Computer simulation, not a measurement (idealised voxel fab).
Process module, titled voxel ribs on slabs
265 nm wide, 5 nm square cells: that's cross-section cut.
The cross-sections in this document take the form of a grid made of square cells. They are written out as bands, in order from top to bottom. Each band consists of one or more rows of cells.
Basically the band line says how high the top is and how high the bottom is, in nm, and then what's in it from left to right, every material with its width in nm. Empty space shows up as "blank", and if a single material carries "full width" it runs the full band edge to edge.
Beneath 0, the wafer as received is one material, and that level is where height counting begins. The lowest band goes on downward without a bottom; it is written like "z 0 and below".
Per-row width for "30 to 40": begins at first number (top row of band), ends at second number (bottom row), increment between rows held constant.
"everything unchanged" for a step: no cell of the cross-section changed in that step.
Trapped void list: empty space of 8 cells or more with no open way to the top, each as width x height at its distance from the left edge, in nm
Note: text after step settings on the step line = simulator remark on that step.
The line of a step may include "overlay nm". On a step with a mask, this value is how far to the right of its planned place the mask lay. A negative value means the mask lay to the left.
**The steps planned for the process are as follows**
- 1: RECEIVE, material Si
- 2: DIRECTIONAL_DEP, material SiO2, thk nm 30
- 3: DIRECTIONAL_DEP, material SiN, thk nm 25
- 4: PATTERN, tone cover, mask id RIB, material resist, width nm 20, thk nm 15, overlay nm 0
- 5: DIRECTIONAL_ETCH, etch materials SiN, depth nm 15
- 6: STRIP, etch materials resist
- 7: PATTERN, tone cover, mask id SLAB, material resist, width nm 70, thk nm 20, overlay nm 0
- 8: DIRECTIONAL_ETCH, etch materials SiN, depth nm 10
- 9: STRIP, etch materials resist
- 10: FILL_DEP, material SiO2, thk nm 15
- 11: CMP, height nm 65
- 12: DIRECTIONAL_DEP, material W, thk nm 5
- 13: PATTERN, tone cover, mask id HEATER, material resist, width nm 30, thk nm 15, overlay nm 0
- 14: DIRECTIONAL_ETCH, etch materials W, depth nm 5
- 15: STRIP, etch materials resist
- 16: CONFORMAL_DEP, material SiO2, thk nm 10
**Wafer at receipt (post step 1), cross-section**
* z 0 and below = Si full width
* Trapped void list: none
**The plan above was carried out on the starting structure above with one mistake, and this cross-section shows the wafer at the end of the module**
* z 80 to 75 = 125 SiO2, 10 blank, 130 SiO2
* z 75 to 70 = SiO2 full width
* z 70 to 65 = 115 W, 30 SiO2, 120 W
* z 65 to 55 = SiO2 full width
* z 55 to 40 = 120 SiO2, 20 SiN, 125 SiO2
* z 40 to 30 = 95 SiO2, 70 SiN, 100 SiO2
* z 30 to 0 = SiO2 full width
* z 0 and below = Si full width
* Trapped void list: none
Misprocessing identified: not per plan at step 13, really ran PATTERN, tone open, mask id HEATER, material resist, width nm 30, thk nm 15, overlay nm 0
